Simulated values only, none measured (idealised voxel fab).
This section sets out a process module, namely voxel transistor to metal.
The figure presents cross-section cut, which has a width of 300 nm and is divided into square cells with an edge length of 5 nm.
The cross-sections in this document take the form of a grid made of square cells. They are written out as bands, in order from top to bottom. Each band consists of one or more rows of cells.
Heads up on the band format: heights come first, top then bottom, in nm. After that it's the materials left to right, each with its width in nm. A single material flagged "everywhere" fills the whole band edge to edge, and "air" means there's empty space there.
Height reference: 0 = level under which incoming wafer is all one material. Lowest band: no bottom, runs on downward, e.g. "0 nm and below".
Graded width ("30->40"): value in top row of band = first number; value in bottom row = second number; row-to-row change constant.
When a step is marked "stayed the same", none of the cells in the cross-section changed during that step.
"Entrapped void list" specifies each empty space that is not open to the top and that occupies no fewer than 8 cells, using the form width x height at distance, the distance measured from the left edge and all three quantities in nm.
Formally, on a step line, whatever follows the settings is a remark that the simulator itself makes on the step.
overlay nm: for a step with a mask, the amount by which the mask lay right of where it was planned; a negative amount means left of it.
From here on the document is pairs. In a pair, the cross-section before one process step comes with the cross-section after it, and the latter goes no deeper than the lowest band that changed. What lies in between, the step and its settings, is written under the pair. A pair may be from a different run of this module on the same starting wafer than the pair above it, so it continues from that pair only where its entry headed "Pre-step profile" says so.

### Pre-step profile
50 nm to 40 nm  80 air; 15 aC; 110 air; 15 aC; 80 air
40 nm to 25 nm  80 air; 15 SiCN; 110 air; 15 SiCN; 80 air
25 nm to 5 nm  80 air; 15 polySi; 110 air; 15 polySi; 80 air
5 nm to 0 nm  35 SiO2; 45 air; 15 polySi; 45 air; 20 SiO2; 45 air; 15 polySi; 45 air; 35 SiO2
0 nm to -5 nm  SiO2 everywhere
-5 nm to -40 nm  40 SiO2; 95 Si; 30 SiO2; 95 Si; 40 SiO2
-40 nm and below  Si everywhere
Entrapped void list: none

### after
40 nm to 25 nm  80 air; 15 SiCN; 110 air; 15 SiCN; 80 air
All layers under 25 are left as they were.
Entrapped void list: none
Step between the pre-process and post-process cross-sections given above: STRIP [etch materials aC]

Pre-step profile: the after view from the pair directly above serves as the before view here.

### after
45 nm to 40 nm  75 air; 25 SiN; 100 air; 25 SiN; 75 air
40 nm to 25 nm  75 air; 5 SiN; 15 SiCN; 5 SiN; 100 air; 5 SiN; 15 SiCN; 5 SiN; 75 air
25 nm to 10 nm  75 air; 5 SiN; 15 polySi; 5 SiN; 100 air; 5 SiN; 15 polySi; 5 SiN; 75 air
10 nm to 5 nm  40 SiN; 35 air; 5 SiN; 15 polySi; 5 SiN; 35 air; 30 SiN; 35 air; 5 SiN; 15 polySi; 5 SiN; 35 air; 40 SiN
5 nm to 0 nm  35 SiO2; 45 SiN; 15 polySi; 45 SiN; 20 SiO2; 45 SiN; 15 polySi; 45 SiN; 35 SiO2
All layers under 0 are left as they were.
Entrapped void list: none
Step between the pre-process and post-process cross-sections given above: CONFORMAL_DEP [material SiN] [thk nm 5]

Pre-step profile: the after view from the pair directly above serves as the before view here.

### after
40 nm to 25 nm  75 air; 5 SiN; 15 SiCN; 5 SiN; 100 air; 5 SiN; 15 SiCN; 5 SiN; 75 air
25 nm to 5 nm  75 air; 5 SiN; 15 polySi; 5 SiN; 100 air; 5 SiN; 15 polySi; 5 SiN; 75 air
5 nm to 0 nm  35 SiO2; 5 SiN; 35 air; 5 SiN; 15 polySi; 5 SiN; 35 air; 5 SiN; 20 SiO2; 5 SiN; 35 air; 5 SiN; 15 polySi; 5 SiN; 35 air; 5 SiN; 35 SiO2
All layers under 0 are left as they were.
Entrapped void list: none
Step between the pre-process and post-process cross-sections given above: DIRECTIONAL_ETCH [etch materials SiN] [depth nm 5]

Pre-step profile: the after view from the pair directly above serves as the before view here.

### after
40 nm to 25 nm  75 air; 5 SiN; 15 SiCN; 5 SiN; 100 air; 5 SiN; 15 SiCN; 5 SiN; 75 air
25 nm to 5 nm  75 air; 5 SiN; 15 polySi; 5 SiN; 100 air; 5 SiN; 15 polySi; 5 SiN; 75 air
5 nm to 0 nm  35 air; 5 SiN; 35 air; 5 SiN; 15 polySi; 5 SiN; 35 air; 5 SiN; 20 air; 5 SiN; 35 air; 5 SiN; 15 polySi; 5 SiN; 35 air; 5 SiN; 35 air
0 nm to -5 nm  40 SiO2; 35 air; 25 SiO2; 35 air; 30 SiO2; 35 air; 25 SiO2; 35 air; 40 SiO2
All layers under -5 are left as they were.
Entrapped void list: none
Step between the pre-process and post-process cross-sections given above: DIRECTIONAL_ETCH [etch materials SiO2] [depth nm 5]

Pre-step profile: the after view from the pair directly above serves as the before view here.

### after
40 nm to 25 nm  75 air; 5 SiN; 15 SiCN; 5 SiN; 100 air; 5 SiN; 15 SiCN; 5 SiN; 75 air
25 nm to 5 nm  75 air; 5 SiN; 15 polySi; 5 SiN; 100 air; 5 SiN; 15 polySi; 5 SiN; 75 air
5 nm to 0 nm  35 air; 5 SiN; 35 air; 5 SiN; 15 polySi; 5 SiN; 35 air; 5 SiN; 20 air; 5 SiN; 35 air; 5 SiN; 15 polySi; 5 SiN; 35 air; 5 SiN; 35 air
0 nm to -5 nm  40 SiO2; 35 nSi; 25 SiO2; 35 nSi; 30 SiO2; 35 nSi; 25 SiO2; 35 nSi; 40 SiO2
All layers under -5 are left as they were.
Entrapped void list: none
Step between the pre-process and post-process cross-sections given above: EPI [material nSi] [thk nm 5]

Pre-step profile: the after view from the pair directly above serves as the before view here.

### after
50 nm to 40 nm  SiO2 everywhere
40 nm to 25 nm  75 SiO2; 5 SiN; 15 SiCN; 5 SiN; 100 SiO2; 5 SiN; 15 SiCN; 5 SiN; 75 SiO2
25 nm to 5 nm  75 SiO2; 5 SiN; 15 polySi; 5 SiN; 100 SiO2; 5 SiN; 15 polySi; 5 SiN; 75 SiO2
5 nm to 0 nm  35 SiO2; 5 SiN; 35 SiO2; 5 SiN; 15 polySi; 5 SiN; 35 SiO2; 5 SiN; 20 SiO2; 5 SiN; 35 SiO2; 5 SiN; 15 polySi; 5 SiN; 35 SiO2; 5 SiN; 35 SiO2
All layers under 0 are left as they were.
Entrapped void list: none
Step between the pre-process and post-process cross-sections given above: FILL_DEP [material SiO2] [thk nm 10]

Pre-step profile: the after view from the pair directly above serves as the before view here.

### after
40 nm to 25 nm  75 SiO2; 5 SiN; 15 SiCN; 5 SiN; 100 SiO2; 5 SiN; 15 SiCN; 5 SiN; 75 SiO2
All layers under 25 are left as they were.
Entrapped void list: none
Step between the pre-process and post-process cross-sections given above: CMP [height nm 40]

Pre-step profile: the after view from the pair directly above serves as the before view here.

### after
55 nm to 40 nm  SiO2 everywhere
All layers under 40 are left as they were.
Entrapped void list: none
Step between the pre-process and post-process cross-sections given above: DIRECTIONAL_DEP [material SiO2] [thk nm 15]

Pre-step profile: the after view from the pair directly above serves as the before view here.

### after
70 nm to 55 nm  aC everywhere
All layers under 55 are left as they were.
Entrapped void list: none
Step between the pre-process and post-process cross-sections given above: DIRECTIONAL_DEP [material aC] [thk nm 15]

Pre-step profile: the after view from the pair directly above serves as the before view here.

### after
105 nm to 70 nm  50 resist; 15 air; 45 resist; 15 air; 50 resist; 15 air; 45 resist; 15 air; 50 resist
All layers under 70 are left as they were.
Entrapped void list: none
Step between the pre-process and post-process cross-sections given above: PATTERN [tone open] [mask id CONTACT] [material resist] [width nm 15] [thk nm 35] [overlay nm 0]

Pre-step profile: the after view from the pair directly above serves as the before view here.

### after
90 nm to 70 nm  50 resist; 15 air; 45 resist; 15 air; 50 resist; 15 air; 45 resist; 15 air; 50 resist
70 nm to 55 nm  50 aC; 15 air; 45 aC; 15 air; 50 aC; 15 air; 45 aC; 15 air; 50 aC
All layers under 55 are left as they were.
Entrapped void list: none
Step between the pre-process and post-process cross-sections given above: DIRECTIONAL_ETCH [etch materials aC] [depth nm 15]

Pre-step profile: the after view from the pair directly above serves as the before view here.

### after
70 nm to 55 nm  50 aC; 15 air; 45 aC; 15 air; 50 aC; 15 air; 45 aC; 15 air; 50 aC
All layers under 55 are left as they were.
Entrapped void list: none
Step between the pre-process and post-process cross-sections given above: STRIP [etch materials resist]

Pre-step profile: the after view from the pair directly above serves as the before view here.

### after
70 nm to 55 nm  50 aC; 15 air; 45 aC; 15 air; 50 aC; 15 air; 45 aC; 15 air; 50 aC
55 nm to 40 nm  50 SiO2; 15 air; 45 SiO2; 15 air; 50 SiO2; 15 air; 45 SiO2; 15 air; 50 SiO2
40 nm to 25 nm  50 SiO2; 15 air; 10 SiO2; 5 SiN; 15 SiCN; 5 SiN; 10 SiO2; 15 air; 50 SiO2; 15 air; 10 SiO2; 5 SiN; 15 SiCN; 5 SiN; 10 SiO2; 15 air; 50 SiO2
25 nm to 5 nm  50 SiO2; 15 air; 10 SiO2; 5 SiN; 15 polySi; 5 SiN; 10 SiO2; 15 air; 50 SiO2; 15 air; 10 SiO2; 5 SiN; 15 polySi; 5 SiN; 10 SiO2; 15 air; 50 SiO2
5 nm to 0 nm  35 SiO2; 5 SiN; 10 SiO2; 15 air; 10 SiO2; 5 SiN; 15 polySi; 5 SiN; 10 SiO2; 15 air; 10 SiO2; 5 SiN; 20 SiO2; 5 SiN; 10 SiO2; 15 air; 10 SiO2; 5 SiN; 15 polySi; 5 SiN; 10 SiO2; 15 air; 10 SiO2; 5 SiN; 35 SiO2
All layers under 0 are left as they were.
Entrapped void list: none
Step between the pre-process and post-process cross-sections given above: DIRECTIONAL_ETCH [etch materials SiO2] [depth nm 55]

Pre-step profile: the after view from the pair directly above serves as the before view here.

### after
55 nm to 40 nm  50 SiO2; 15 air; 45 SiO2; 15 air; 50 SiO2; 15 air; 45 SiO2; 15 air; 50 SiO2
All layers under 40 are left as they were.
Entrapped void list: none
Step between the pre-process and post-process cross-sections given above: STRIP [etch materials aC]

Pre-step profile: the after view from the pair directly above serves as the before view here.

### after
60 nm to 55 nm  55 TiN; 5 air; 55 TiN; 5 air; 60 TiN; 5 air; 55 TiN; 5 air; 55 TiN
55 nm to 40 nm  50 SiO2; 5 TiN; 5 air; 5 TiN; 45 SiO2; 5 TiN; 5 air; 5 TiN; 50 SiO2; 5 TiN; 5 air; 5 TiN; 45 SiO2; 5 TiN; 5 air; 5 TiN; 50 SiO2
40 nm to 25 nm  50 SiO2; 5 TiN; 5 air; 5 TiN; 10 SiO2; 5 SiN; 15 SiCN; 5 SiN; 10 SiO2; 5 TiN; 5 air; 5 TiN; 50 SiO2; 5 TiN; 5 air; 5 TiN; 10 SiO2; 5 SiN; 15 SiCN; 5 SiN; 10 SiO2; 5 TiN; 5 air; 5 TiN; 50 SiO2
25 nm to 5 nm  50 SiO2; 5 TiN; 5 air; 5 TiN; 10 SiO2; 5 SiN; 15 polySi; 5 SiN; 10 SiO2; 5 TiN; 5 air; 5 TiN; 50 SiO2; 5 TiN; 5 air; 5 TiN; 10 SiO2; 5 SiN; 15 polySi; 5 SiN; 10 SiO2; 5 TiN; 5 air; 5 TiN; 50 SiO2
5 nm to 0 nm  35 SiO2; 5 SiN; 10 SiO2; 15 TiN; 10 SiO2; 5 SiN; 15 polySi; 5 SiN; 10 SiO2; 15 TiN; 10 SiO2; 5 SiN; 20 SiO2; 5 SiN; 10 SiO2; 15 TiN; 10 SiO2; 5 SiN; 15 polySi; 5 SiN; 10 SiO2; 15 TiN; 10 SiO2; 5 SiN; 35 SiO2
All layers under 0 are left as they were.
Entrapped void list: none
Step between the pre-process and post-process cross-sections given above: CONFORMAL_DEP [material TiN] [thk nm 5]

Pre-step profile: the after view from the pair directly above serves as the before view here.

### after
65 nm to 60 nm  W everywhere
60 nm to 55 nm  55 TiN; 5 W; 55 TiN; 5 W; 60 TiN; 5 W; 55 TiN; 5 W; 55 TiN
55 nm to 40 nm  50 SiO2; 5 TiN; 5 W; 5 TiN; 45 SiO2; 5 TiN; 5 W; 5 TiN; 50 SiO2; 5 TiN; 5 W; 5 TiN; 45 SiO2; 5 TiN; 5 W; 5 TiN; 50 SiO2
40 nm to 25 nm  50 SiO2; 5 TiN; 5 W; 5 TiN; 10 SiO2; 5 SiN; 15 SiCN; 5 SiN; 10 SiO2; 5 TiN; 5 W; 5 TiN; 50 SiO2; 5 TiN; 5 W; 5 TiN; 10 SiO2; 5 SiN; 15 SiCN; 5 SiN; 10 SiO2; 5 TiN; 5 W; 5 TiN; 50 SiO2
25 nm to 5 nm  50 SiO2; 5 TiN; 5 W; 5 TiN; 10 SiO2; 5 SiN; 15 polySi; 5 SiN; 10 SiO2; 5 TiN; 5 W; 5 TiN; 50 SiO2; 5 TiN; 5 W; 5 TiN; 10 SiO2; 5 SiN; 15 polySi; 5 SiN; 10 SiO2; 5 TiN; 5 W; 5 TiN; 50 SiO2
All layers under 5 are left as they were.
Entrapped void list: none
Step between the pre-process and post-process cross-sections given above: FILL_DEP [material W] [thk nm 5]

Pre-step profile: the after view from the pair directly above serves as the before view here.

### after
55 nm to 40 nm  50 SiO2; 5 TiN; 5 W; 5 TiN; 45 SiO2; 5 TiN; 5 W; 5 TiN; 50 SiO2; 5 TiN; 5 W; 5 TiN; 45 SiO2; 5 TiN; 5 W; 5 TiN; 50 SiO2
All layers under 40 are left as they were.
Entrapped void list: none
Step between the pre-process and post-process cross-sections given above: CMP [height nm 55]

Pre-step profile: the after view from the pair directly above serves as the before view here.

### after
60 nm to 55 nm  TiN everywhere
All layers under 55 are left as they were.
Entrapped void list: none
Step between the pre-process and post-process cross-sections given above: DIRECTIONAL_DEP [material TiN] [thk nm 5]

Pre-step profile: the after view from the pair directly above serves as the before view here.

### after
75 nm to 60 nm  W everywhere
All layers under 60 are left as they were.
Entrapped void list: none
Step between the pre-process and post-process cross-sections given above: DIRECTIONAL_DEP [material W] [thk nm 15]

Pre-step profile: the after view from the pair directly above serves as the before view here.

### after
90 nm to 75 nm  aC everywhere
All layers under 75 are left as they were.
Entrapped void list: none
Step between the pre-process and post-process cross-sections given above: DIRECTIONAL_DEP [material aC] [thk nm 15]

Pre-step profile: the after view from the pair directly above serves as the before view here.

### after
120 nm to 90 nm  50 air; 15 resist; 45 air; 15 resist; 50 air; 15 resist; 45 air; 15 resist; 50 air
All layers under 90 are left as they were.
Entrapped void list: none
Step between the pre-process and post-process cross-sections given above: PATTERN [tone cover] [mask id METAL_1] [material resist] [width nm 15] [thk nm 30] [overlay nm 0]

Pre-step profile: the after view from the pair directly above serves as the before view here.

### after
105 nm to 90 nm  50 air; 15 resist; 45 air; 15 resist; 50 air; 15 resist; 45 air; 15 resist; 50 air
90 nm to 75 nm  50 air; 15 aC; 45 air; 15 aC; 50 air; 15 aC; 45 air; 15 aC; 50 air
All layers under 75 are left as they were.
Entrapped void list: none
Step between the pre-process and post-process cross-sections given above: DIRECTIONAL_ETCH [etch materials aC] [depth nm 15]

Pre-step profile: the after view from the pair directly above serves as the before view here.

### after
90 nm to 75 nm  50 air; 15 aC; 45 air; 15 aC; 50 air; 15 aC; 45 air; 15 aC; 50 air
All layers under 75 are left as they were.
Entrapped void list: none
Step between the pre-process and post-process cross-sections given above: STRIP [etch materials resist]

Pre-step profile: the after view from the pair directly above serves as the before view here.

### after
90 nm to 75 nm  50 air; 15 aC; 45 air; 15 aC; 50 air; 15 aC; 45 air; 15 aC; 50 air
75 nm to 60 nm  50 air; 15 W; 45 air; 15 W; 50 air; 15 W; 45 air; 15 W; 50 air
All layers under 60 are left as they were.
Entrapped void list: none
Step between the pre-process and post-process cross-sections given above: DIRECTIONAL_ETCH [etch materials W] [depth nm 15]

Pre-step profile: the after view from the pair directly above serves as the before view here.

### after
90 nm to 75 nm  50 air; 15 aC; 45 air; 15 aC; 50 air; 15 aC; 45 air; 15 aC; 50 air
75 nm to 60 nm  50 air; 15 W; 45 air; 15 W; 50 air; 15 W; 45 air; 15 W; 50 air
60 nm to 55 nm  50 air; 15 TiN; 45 air; 15 TiN; 50 air; 15 TiN; 45 air; 15 TiN; 50 air
All layers under 55 are left as they were.
Entrapped void list: none
Step between the pre-process and post-process cross-sections given above: DIRECTIONAL_ETCH [etch materials TiN] [depth nm 5]

Pre-step profile: the after view from the pair directly above serves as the before view here.

### after
75 nm to 60 nm  50 air; 15 W; 45 air; 15 W; 50 air; 15 W; 45 air; 15 W; 50 air
All layers under 60 are left as they were.
Entrapped void list: none
Step between the pre-process and post-process cross-sections given above: STRIP [etch materials aC]

Pre-step profile: the after view from the pair directly above serves as the before view here.

### after
80 nm to 75 nm  45 air; 25 SiN; 35 air; 25 SiN; 40 air; 25 SiN; 35 air; 25 SiN; 45 air
75 nm to 60 nm  45 air; 5 SiN; 15 W; 5 SiN; 35 air; 5 SiN; 15 W; 5 SiN; 40 air; 5 SiN; 15 W; 5 SiN; 35 air; 5 SiN; 15 W; 5 SiN; 45 air
60 nm to 55 nm  50 SiN; 15 TiN; 45 SiN; 15 TiN; 50 SiN; 15 TiN; 45 SiN; 15 TiN; 50 SiN
All layers under 55 are left as they were.
Entrapped void list: none
Step between the pre-process and post-process cross-sections given above: CONFORMAL_DEP [material SiN] [thk nm 5]

Pre-step profile: the after view from the pair directly above serves as the before view here.

### after
85 nm to 80 nm  lowk everywhere
80 nm to 75 nm  45 lowk; 25 SiN; 35 lowk; 25 SiN; 40 lowk; 25 SiN; 35 lowk; 25 SiN; 45 lowk
75 nm to 60 nm  45 lowk; 5 SiN; 15 W; 5 SiN; 35 lowk; 5 SiN; 15 W; 5 SiN; 40 lowk; 5 SiN; 15 W; 5 SiN; 35 lowk; 5 SiN; 15 W; 5 SiN; 45 lowk
All layers under 60 are left as they were.
Entrapped void list: none
Step between the pre-process and post-process cross-sections given above: FILL_DEP [material lowk] [thk nm 5]

Pre-step profile: the after view from the pair directly above serves as the before view here.

### after
75 nm to 60 nm  45 lowk; 5 SiN; 15 W; 5 SiN; 35 lowk; 5 SiN; 15 W; 5 SiN; 40 lowk; 5 SiN; 15 W; 5 SiN; 35 lowk; 5 SiN; 15 W; 5 SiN; 45 lowk
All layers under 60 are left as they were.
Entrapped void list: none
Step between the pre-process and post-process cross-sections given above: CMP [height nm 75]

Pre-step profile: the after view from the pair directly above serves as the before view here.

### after
80 nm to 75 nm  SiN everywhere
All layers under 75 are left as they were.
Entrapped void list: none
Step between the pre-process and post-process cross-sections given above: CONFORMAL_DEP [material SiN] [thk nm 5]

### Pre-step profile
55 nm to 40 nm  50 SiO2; 5 TiN; 5 W; 5 TiN; 45 SiO2; 5 TiN; 5 W; 5 TiN; 50 SiO2; 5 TiN; 5 W; 5 TiN; 45 SiO2; 5 TiN; 5 W; 5 TiN; 50 SiO2
40 nm to 25 nm  50 SiO2; 5 TiN; 5 W; 5 TiN; 10 SiO2; 5 SiN; 15 SiCN; 5 SiN; 10 SiO2; 5 TiN; 5 W; 5 TiN; 50 SiO2; 5 TiN; 5 W; 5 TiN; 10 SiO2; 5 SiN; 15 SiCN; 5 SiN; 10 SiO2; 5 TiN; 5 W; 5 TiN; 50 SiO2
25 nm to 5 nm  50 SiO2; 5 TiN; 5 W; 5 TiN; 10 SiO2; 5 SiN; 15 polySi; 5 SiN; 10 SiO2; 5 TiN; 5 W; 5 TiN; 50 SiO2; 5 TiN; 5 W; 5 TiN; 10 SiO2; 5 SiN; 15 polySi; 5 SiN; 10 SiO2; 5 TiN; 5 W; 5 TiN; 50 SiO2
5 nm to 0 nm  35 SiO2; 5 SiN; 10 SiO2; 15 TiN; 10 SiO2; 5 SiN; 15 polySi; 5 SiN; 10 SiO2; 15 TiN; 10 SiO2; 5 SiN; 20 SiO2; 5 SiN; 10 SiO2; 15 TiN; 10 SiO2; 5 SiN; 15 polySi; 5 SiN; 10 SiO2; 15 TiN; 10 SiO2; 5 SiN; 35 SiO2
0 nm to -5 nm  40 SiO2; 35 nSi; 25 SiO2; 35 nSi; 30 SiO2; 35 nSi; 25 SiO2; 35 nSi; 40 SiO2
-5 nm to -20 nm  40 SiO2; 95 Si; 30 SiO2; 95 Si; 40 SiO2
-20 nm and below  Si everywhere
Entrapped void list: none

### after
70 nm to 55 nm  W everywhere
All layers under 55 are left as they were.
Entrapped void list: none
Step between the pre-process and post-process cross-sections given above: DIRECTIONAL_DEP [material W] [thk nm 15]

Pre-step profile: the after view from the pair directly above serves as the before view here.

### after
75 nm to 70 nm  TiN everywhere
All layers under 70 are left as they were.
Entrapped void list: none
Step between the pre-process and post-process cross-sections given above: DIRECTIONAL_DEP [material TiN] [thk nm 5]

Pre-step profile: the after view from the pair directly above serves as the before view here.

### after
90 nm to 75 nm  aC everywhere
All layers under 75 are left as they were.
Entrapped void list: none
Step between the pre-process and post-process cross-sections given above: DIRECTIONAL_DEP [material aC] [thk nm 15]

Pre-step profile: the after view from the pair directly above serves as the before view here.

### after
120 nm to 90 nm  50 air; 15 resist; 45 air; 15 resist; 50 air; 15 resist; 45 air; 15 resist; 50 air
All layers under 90 are left as they were.
Entrapped void list: none
Step between the pre-process and post-process cross-sections given above: PATTERN [tone cover] [mask id METAL_1] [material resist] [width nm 15] [thk nm 30] [overlay nm 0]

Pre-step profile: the after view from the pair directly above serves as the before view here.

### after
105 nm to 90 nm  50 air; 15 resist; 45 air; 15 resist; 50 air; 15 resist; 45 air; 15 resist; 50 air
90 nm to 75 nm  50 air; 15 aC; 45 air; 15 aC; 50 air; 15 aC; 45 air; 15 aC; 50 air
All layers under 75 are left as they were.
Entrapped void list: none
Step between the pre-process and post-process cross-sections given above: DIRECTIONAL_ETCH [etch materials aC] [depth nm 15]

Pre-step profile: the after view from the pair directly above serves as the before view here.

### after
90 nm to 75 nm  50 air; 15 aC; 45 air; 15 aC; 50 air; 15 aC; 45 air; 15 aC; 50 air
All layers under 75 are left as they were.
Entrapped void list: none
Step between the pre-process and post-process cross-sections given above: STRIP [etch materials resist]

Pre-step profile: the after view from the pair directly above serves as the before view here.

### after
90 nm to 75 nm  50 air; 15 aC; 45 air; 15 aC; 50 air; 15 aC; 45 air; 15 aC; 50 air
75 nm to 70 nm  50 air; 15 TiN; 45 air; 15 TiN; 50 air; 15 TiN; 45 air; 15 TiN; 50 air
All layers under 70 are left as they were.
Entrapped void list: none
Step between the pre-process and post-process cross-sections given above: DIRECTIONAL_ETCH [etch materials TiN] [depth nm 5]

Pre-step profile: the after view from the pair directly above serves as the before view here.

### after
75 nm to 70 nm  50 air; 15 TiN; 45 air; 15 TiN; 50 air; 15 TiN; 45 air; 15 TiN; 50 air
All layers under 70 are left as they were.
Entrapped void list: none
Step between the pre-process and post-process cross-sections given above: STRIP [etch materials aC]

Pre-step profile: the after view from the pair directly above serves as the before view here.

### after
80 nm to 75 nm  45 air; 25 SiN; 35 air; 25 SiN; 40 air; 25 SiN; 35 air; 25 SiN; 45 air
75 nm to 70 nm  50 SiN; 15 TiN; 45 SiN; 15 TiN; 50 SiN; 15 TiN; 45 SiN; 15 TiN; 50 SiN
All layers under 70 are left as they were.
Entrapped void list: none
Step between the pre-process and post-process cross-sections given above: CONFORMAL_DEP [material SiN] [thk nm 5]

Pre-step profile: the after view from the pair directly above serves as the before view here.

### after
85 nm to 80 nm  lowk everywhere
80 nm to 75 nm  45 lowk; 25 SiN; 35 lowk; 25 SiN; 40 lowk; 25 SiN; 35 lowk; 25 SiN; 45 lowk
All layers under 75 are left as they were.
Entrapped void list: none
Step between the pre-process and post-process cross-sections given above: FILL_DEP [material lowk] [thk nm 5]

Pre-step profile: the after view from the pair directly above serves as the before view here.

### after
75 nm to 70 nm  50 SiN; 15 TiN; 45 SiN; 15 TiN; 50 SiN; 15 TiN; 45 SiN; 15 TiN; 50 SiN
All layers under 70 are left as they were.
Entrapped void list: none
Step between the pre-process and post-process cross-sections given above: CMP [height nm 75]

Pre-step profile: the after view from the pair directly above serves as the before view here.

### after
80 nm to 75 nm  SiN everywhere
All layers under 75 are left as they were.
Entrapped void list: none
Step between the pre-process and post-process cross-sections given above: CONFORMAL_DEP [material SiN] [thk nm 5]

### Pre-step profile
85 nm to 80 nm  lowk everywhere
80 nm to 75 nm  45 lowk; 25 SiN; 35 lowk; 25 SiN; 40 lowk; 25 SiN; 35 lowk; 25 SiN; 45 lowk
75 nm to 60 nm  45 lowk; 5 SiN; 15 W; 5 SiN; 35 lowk; 5 SiN; 15 W; 5 SiN; 40 lowk; 5 SiN; 15 W; 5 SiN; 35 lowk; 5 SiN; 15 W; 5 SiN; 45 lowk
60 nm to 55 nm  50 SiN; 15 TiN; 45 SiN; 15 TiN; 50 SiN; 15 TiN; 45 SiN; 15 TiN; 50 SiN
55 nm to 40 nm  50 SiO2; 5 TiN; 5 W; 5 TiN; 45 SiO2; 5 TiN; 5 W; 5 TiN; 50 SiO2; 5 TiN; 5 W; 5 TiN; 45 SiO2; 5 TiN; 5 W; 5 TiN; 50 SiO2
40 nm to 25 nm  50 SiO2; 5 TiN; 5 W; 5 TiN; 10 SiO2; 5 SiN; 15 SiCN; 5 SiN; 10 SiO2; 5 TiN; 5 W; 5 TiN; 50 SiO2; 5 TiN; 5 W; 5 TiN; 10 SiO2; 5 SiN; 15 SiCN; 5 SiN; 10 SiO2; 5 TiN; 5 W; 5 TiN; 50 SiO2
25 nm to 5 nm  50 SiO2; 5 TiN; 5 W; 5 TiN; 10 SiO2; 5 SiN; 15 polySi; 5 SiN; 10 SiO2; 5 TiN; 5 W; 5 TiN; 50 SiO2; 5 TiN; 5 W; 5 TiN; 10 SiO2; 5 SiN; 15 polySi; 5 SiN; 10 SiO2; 5 TiN; 5 W; 5 TiN; 50 SiO2
5 nm to 0 nm  35 SiO2; 5 SiN; 10 SiO2; 15 TiN; 10 SiO2; 5 SiN; 15 polySi; 5 SiN; 10 SiO2; 15 TiN; 10 SiO2; 5 SiN; 20 SiO2; 5 SiN; 10 SiO2; 15 TiN; 10 SiO2; 5 SiN; 15 polySi; 5 SiN; 10 SiO2; 15 TiN; 10 SiO2; 5 SiN; 35 SiO2
0 nm to -5 nm  40 SiO2; 35 nSi; 25 SiO2; 35 nSi; 30 SiO2; 35 nSi; 25 SiO2; 35 nSi; 40 SiO2
-5 nm to -20 nm  40 SiO2; 95 Si; 30 SiO2; 95 Si; 40 SiO2
-20 nm and below  Si everywhere
Entrapped void list: none

### after
80 nm to 75 nm  45 lowk; 25 SiN; 35 lowk; 25 SiN; 40 lowk; 25 SiN; 35 lowk; 25 SiN; 45 lowk
All layers under 75 are left as they were.
Entrapped void list: none
Step between the pre-process and post-process cross-sections given above: CMP [height nm 80]

Pre-step profile: the after view from the pair directly above serves as the before view here.

### after
85 nm to 80 nm  SiN everywhere
All layers under 80 are left as they were.
Entrapped void list: none
Step between the pre-process and post-process cross-sections given above: CONFORMAL_DEP [material SiN] [thk nm 5]

### Pre-step profile
90 nm to 75 nm  aC everywhere
75 nm to 60 nm  W everywhere
60 nm to 55 nm  TiN everywhere
55 nm to 40 nm  50 SiO2; 5 TiN; 5 W; 5 TiN; 45 SiO2; 5 TiN; 5 W; 5 TiN; 50 SiO2; 5 TiN; 5 W; 5 TiN; 45 SiO2; 5 TiN; 5 W; 5 TiN; 50 SiO2
40 nm to 25 nm  50 SiO2; 5 TiN; 5 W; 5 TiN; 10 SiO2; 5 SiN; 15 SiCN; 5 SiN; 10 SiO2; 5 TiN; 5 W; 5 TiN; 50 SiO2; 5 TiN; 5 W; 5 TiN; 10 SiO2; 5 SiN; 15 SiCN; 5 SiN; 10 SiO2; 5 TiN; 5 W; 5 TiN; 50 SiO2
25 nm to 5 nm  50 SiO2; 5 TiN; 5 W; 5 TiN; 10 SiO2; 5 SiN; 15 polySi; 5 SiN; 10 SiO2; 5 TiN; 5 W; 5 TiN; 50 SiO2; 5 TiN; 5 W; 5 TiN; 10 SiO2; 5 SiN; 15 polySi; 5 SiN; 10 SiO2; 5 TiN; 5 W; 5 TiN; 50 SiO2
5 nm to 0 nm  35 SiO2; 5 SiN; 10 SiO2; 15 TiN; 10 SiO2; 5 SiN; 15 polySi; 5 SiN; 10 SiO2; 15 TiN; 10 SiO2; 5 SiN; 20 SiO2; 5 SiN; 10 SiO2; 15 TiN; 10 SiO2; 5 SiN; 15 polySi; 5 SiN; 10 SiO2; 15 TiN; 10 SiO2; 5 SiN; 35 SiO2
0 nm to -5 nm  40 SiO2; 35 nSi; 25 SiO2; 35 nSi; 30 SiO2; 35 nSi; 25 SiO2; 35 nSi; 40 SiO2
-5 nm to -20 nm  40 SiO2; 95 Si; 30 SiO2; 95 Si; 40 SiO2
-20 nm and below  Si everywhere
Entrapped void list: none

### after
120 nm to 90 nm  45 air; 25 resist; 35 air; 25 resist; 40 air; 25 resist; 35 air; 25 resist; 45 air
All layers under 90 are left as they were.
Entrapped void list: none
Step between the pre-process and post-process cross-sections given above: PATTERN [tone cover] [mask id METAL_1] [material resist] [width nm 25] [thk nm 30] [overlay nm 0]

Pre-step profile: the after view from the pair directly above serves as the before view here.

### after
105 nm to 90 nm  45 air; 25 resist; 35 air; 25 resist; 40 air; 25 resist; 35 air; 25 resist; 45 air
90 nm to 75 nm  45 air; 25 aC; 35 air; 25 aC; 40 air; 25 aC; 35 air; 25 aC; 45 air
All layers under 75 are left as they were.
Entrapped void list: none
Step between the pre-process and post-process cross-sections given above: DIRECTIONAL_ETCH [etch materials aC] [depth nm 15]

Pre-step profile: the after view from the pair directly above serves as the before view here.

### after
90 nm to 75 nm  45 air; 25 aC; 35 air; 25 aC; 40 air; 25 aC; 35 air; 25 aC; 45 air
All layers under 75 are left as they were.
Entrapped void list: none
Step between the pre-process and post-process cross-sections given above: STRIP [etch materials resist]

Pre-step profile: the after view from the pair directly above serves as the before view here.

### after
90 nm to 75 nm  45 air; 25 aC; 35 air; 25 aC; 40 air; 25 aC; 35 air; 25 aC; 45 air
75 nm to 60 nm  45 air; 25 W; 35 air; 25 W; 40 air; 25 W; 35 air; 25 W; 45 air
All layers under 60 are left as they were.
Entrapped void list: none
Step between the pre-process and post-process cross-sections given above: DIRECTIONAL_ETCH [etch materials W] [depth nm 15]
